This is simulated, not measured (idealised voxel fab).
process module | voxel ribs on slabs
cross-section cut | 295 nm wide | cells 5 nm
A cross-section is a grid of square cells, given in bands from the top down. A band is one or more rows of cells.
Each band's line starts with the height of the band's top and of its bottom, in nm. Then come its materials from left to right, each with its width in nm. One material with "throughout" fills the band from edge to edge. "air" is empty space.
Height 0 is the level under which the wafer as received is all one material. The lowest band goes on downwards, as in "0 down".
A width such as "30 to 40" changes by the same amount from each row of cells to the next, from the band's top row to its bottom row.
"no change" after a step means that no cell of the cross-section changed.
closed voids: empty space of 8 cells or more with no open way to the top, each as width x height at its distance from the left edge, in nm
after a step's settings: what the simulator itself notes on the step
overlay nm, on a step with a mask: how far to the right of its planned place the mask lay; to the left if negative
plan
1 op RECEIVE | material Si
2 op DIRECTIONAL_DEP | material SiO2 | thk nm 30
3 op DIRECTIONAL_DEP | material SiN | thk nm 15
4 op PATTERN | tone cover | mask id RIB | material resist | width nm 15 | thk nm 20 | overlay nm 0
5 op DIRECTIONAL_ETCH | etch materials SiN | depth nm 10
6 op STRIP | etch materials resist
7 op MASKED_ETCH | tone cover | mask id SLAB | width nm 75 | etch materials SiN | depth nm 5 | overlay nm 0
8 op FILL_DEP | material SiO2 | thk nm 25
9 op CMP | height nm 65
10 op DIRECTIONAL_DEP | material W | thk nm 10
11 op DIRECTIONAL_DEP | material aC | thk nm 15
12 op PATTERN | tone cover | mask id HEATER | material resist | width nm 25 | thk nm 35 | overlay nm 0
13 op DIRECTIONAL_ETCH | etch materials aC | depth nm 15
14 op STRIP | etch materials resist
15 op DIRECTIONAL_ETCH | etch materials W | depth nm 10
16 op STRIP | etch materials aC
17 op CONFORMAL_DEP | material SiO2 | thk nm 5
first wafer, as planned
as received, after step 1
  0 down: Si throughout
  closed voids: none
after step 2
  30 to 0: SiO2 throughout
  below 0: unchanged
after step 3
  45 to 30: SiN throughout
  below 30: unchanged
after step 4
  65 to 45: air 140 | resist 15 | air 140
  below 45: unchanged
after step 5
  65 to 45: air 140 | resist 15 | air 140
  45 to 35: air 140 | SiN 15 | air 140
  below 35: unchanged
after step 6
  45 to 35: air 140 | SiN 15 | air 140
  below 35: unchanged
after step 7
  45 to 35: air 140 | SiN 15 | air 140
  35 to 30: air 110 | SiN 75 | air 110
  below 30: unchanged
after step 8
  70 to 45: SiO2 throughout
  45 to 35: SiO2 140 | SiN 15 | SiO2 140
  35 to 30: SiO2 110 | SiN 75 | SiO2 110
  below 30: unchanged
after step 9
  65 to 45: SiO2 throughout
  below 45: unchanged
after step 10
  75 to 65: W throughout
  below 65: unchanged
after step 11
  90 to 75: aC throughout
  below 75: unchanged
after step 12
  125 to 90: air 135 | resist 25 | air 135
  below 90: unchanged
after step 13
  110 to 90: air 135 | resist 25 | air 135
  90 to 75: air 135 | aC 25 | air 135
  below 75: unchanged
after step 14
  90 to 75: air 135 | aC 25 | air 135
  below 75: unchanged
after step 15
  90 to 75: air 135 | aC 25 | air 135
  75 to 65: air 135 | W 25 | air 135
  below 65: unchanged
after step 16
  75 to 65: air 135 | W 25 | air 135
  below 65: unchanged
after step 17
  80 to 75: air 130 | SiO2 35 | air 130
  75 to 70: air 130 | SiO2 5 | W 25 | SiO2 5 | air 130
  70 to 65: SiO2 135 | W 25 | SiO2 135
  below 65: unchanged
second wafer: like start, like plan, one mistake. Through step 1 it matches the first wafer
when step 2 should have ended
  60 to 0: SiO2 throughout
  below 0: unchanged
when step 3 should have ended
  75 to 60: SiN throughout
  below 60: unchanged
when step 4 should have ended
  95 to 75: air 140 | resist 15 | air 140
  below 75: unchanged
when step 5 should have ended
  95 to 75: air 140 | resist 15 | air 140
  75 to 65: air 140 | SiN 15 | air 140
  below 65: unchanged
when step 6 should have ended
  75 to 65: air 140 | SiN 15 | air 140
  below 65: unchanged
when step 7 should have ended
  75 to 65: air 140 | SiN 15 | air 140
  65 to 60: air 110 | SiN 75 | air 110
  below 60: unchanged
when step 8 should have ended
  100 to 75: SiO2 throughout
  75 to 65: SiO2 140 | SiN 15 | SiO2 140
  65 to 60: SiO2 110 | SiN 75 | SiO2 110
  below 60: unchanged
when step 9 should have ended
  65 to 60: SiO2 110 | SiN 75 | SiO2 110
  below 60: unchanged
when step 10 should have ended
  75 to 65: W throughout
  below 65: unchanged
when step 11 should have ended
  90 to 75: aC throughout
  below 75: unchanged
when step 12 should have ended
  125 to 90: air 135 | resist 25 | air 135
  below 90: unchanged
when step 13 should have ended
  110 to 90: air 135 | resist 25 | air 135
  90 to 75: air 135 | aC 25 | air 135
  below 75: unchanged
when step 14 should have ended
  90 to 75: air 135 | aC 25 | air 135
  below 75: unchanged
when step 15 should have ended
  90 to 75: air 135 | aC 25 | air 135
  75 to 65: air 135 | W 25 | air 135
  below 65: unchanged
when step 16 should have ended
  75 to 65: air 135 | W 25 | air 135
  below 65: unchanged
when step 17 should have ended
  80 to 75: air 130 | SiO2 35 | air 130
  75 to 70: air 130 | SiO2 5 | W 25 | SiO2 5 | air 130
  70 to 65: SiO2 135 | W 25 | SiO2 135
  below 65: unchanged
what went wrong: step 2 was run twice
at the end the second wafer has, in cells: 6 fewer of SiN | 6 more of SiO2
